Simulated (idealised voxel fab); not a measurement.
Process module heading - voxel air gaps
Shown is cross-section cut, with a width of 150 nm and square cells of size 5 nm.
Think of the cross-section as a grid of square cells. We describe it in bands, top to bottom, and each band covers one or more rows of those cells.
Read a band's entry like this: the first values are the height of its top and the height of its bottom in nm, and what follows is the sequence of materials from left to right, each with its width in nm. Note that "empty" is empty space, and that a single material marked "all across" reaches across the band from edge to edge.
Heights are expressed relative to 0, this being the level below which the as-received wafer comprises one material exclusively. The lowest band is unbounded in the downward direction and is denoted as in "0 down".
You'd read "30..40" like this: the band's top row of cells is as wide as the first number, its bottom row is as wide as the second, and going down, every row changes width by the same amount as the row before did.
Take "nothing was modified" at face value: in the step it is given for, the cross-section changed in none of its cells.
Each empty space that has no open way to the top and spans at least 8 cells appears under "Tabulated closed voids" as width x height at distance, the distance counted from the left edge, all in nm.
What comes after the settings on a step's line is commentary from the simulator itself on that step.
For masked steps, "overlay nm" on the step line gives how far right of plan the mask actually lay; a minus sign means it lay to the left.
-- List of planned process steps
1,RECEIVE, material Si
2,CONFORMAL_DEP, material SiO2, thk nm 10
3,CONFORMAL_DEP, material SiN, thk nm 5
4,DIRECTIONAL_DEP, material SiO2, thk nm 30
5,MASKED_ETCH, tone open, mask id LINES, width nm 15, pitch nm 45, etch materials SiO2, depth nm 30, overlay nm 0
6,CONFORMAL_DEP, material TiN, thk nm 5
7,FILL_DEP, material Ru, thk nm 10
8,CMP, height nm 45
9,EPI, material Ru, thk nm 10
10,SELECTIVE_ETCH, etch materials SiO2, depth nm 40
11,CONFORMAL_DEP, material SiN, thk nm 5
Same starting wafers, different thk nm at step 11. Plan value belongs to the first wafer.
-- The first of several wafers as received, shown in cross-section; this is its state after step 1
* 0 down = Si all across
* Tabulated closed voids: none
-- The first of several wafers, seen in cross-section after the module's last step, step 11
* 60 to 55 = 5 empty | 135 SiN | 10 empty
* 55 to 45 = 5 empty | 5 SiN | 35 Ru | 10 SiN | 35 Ru | 10 SiN | 35 Ru | 5 SiN | 10 empty
* 45 to 40 = 5 empty | 15 SiN | 5 TiN | 5 Ru | 5 TiN | 30 SiN | 5 TiN | 5 Ru | 5 TiN | 30 SiN | 5 TiN | 5 Ru | 5 TiN | 15 SiN | 10 empty
* 40 to 20 = 15 empty | 5 SiN | 5 TiN | 5 Ru | 5 TiN | 5 SiN | 20 empty | 5 SiN | 5 TiN | 5 Ru | 5 TiN | 5 SiN | 20 empty | 5 SiN | 5 TiN | 5 Ru | 5 TiN | 5 SiN | 20 empty
* 20 to 15 = 20 SiN | 15 TiN | 30 SiN | 15 TiN | 30 SiN | 15 TiN | 25 SiN
* 15 to 10 = SiN all across
* 10 to 0 = SiO2 all across
* 0 down = Si all across
* Tabulated closed voids: 20 x 20 at 40; 20 x 20 at 85
-- End of module: cross-section, last of several wafers
* 75 to 55 = SiN all across
* 55 to 45 = 10 SiN | 35 Ru | 10 SiN | 35 Ru | 10 SiN | 35 Ru | 15 SiN
* 45 to 40 = 20 SiN | 5 TiN | 5 Ru | 5 TiN | 30 SiN | 5 TiN | 5 Ru | 5 TiN | 30 SiN | 5 TiN | 5 Ru | 5 TiN | 25 SiN
* 40 to 35 = 20 SiN | 5 TiN | 5 Ru | 5 TiN | 5 SiN | 20 empty | 5 SiN | 5 TiN | 5 Ru | 5 TiN | 5 SiN | 20 empty | 5 SiN | 5 TiN | 5 Ru | 5 TiN | 25 SiN
* 35 to 25 = 10 empty | 10 SiN | 5 TiN | 5 Ru | 5 TiN | 5 SiN | 20 empty | 5 SiN | 5 TiN | 5 Ru | 5 TiN | 5 SiN | 20 empty | 5 SiN | 5 TiN | 5 Ru | 5 TiN | 25 SiN
* 25 to 20 = 20 SiN | 5 TiN | 5 Ru | 5 TiN | 5 SiN | 20 empty | 5 SiN | 5 TiN | 5 Ru | 5 TiN | 5 SiN | 20 empty | 5 SiN | 5 TiN | 5 Ru | 5 TiN | 25 SiN
* 20 to 15 = 20 SiN | 15 TiN | 30 SiN | 15 TiN | 30 SiN | 15 TiN | 25 SiN
* 15 to 10 = SiN all across
* 10 to 0 = SiO2 all across
* 0 down = Si all across
* Tabulated closed voids: 20 x 20 at 40; 20 x 20 at 85
-- Quick key for the table: a row per wafer, taken at the end of the module. For each material it tells you how many cells the wafer gained (+) or lost (-) since it came in, and the closed voids come after
thk nm 5, +57 Ru, +132 SiN, +60 SiO2, +39 TiN, Tabulated closed voids: 20 x 20 at 40; 20 x 20 at 85
thk nm 10, +57 Ru, +186 SiN, +60 SiO2, +39 TiN, Tabulated closed voids: 20 x 20 at 40; 20 x 20 at 85
thk nm 15, +57 Ru, +228 SiN, +60 SiO2, +39 TiN, Tabulated closed voids: 20 x 20 at 40; 20 x 20 at 85
thk nm 20, +57 Ru, +258 SiN, +60 SiO2, +39 TiN, Tabulated closed voids: 20 x 20 at 40; 20 x 20 at 85
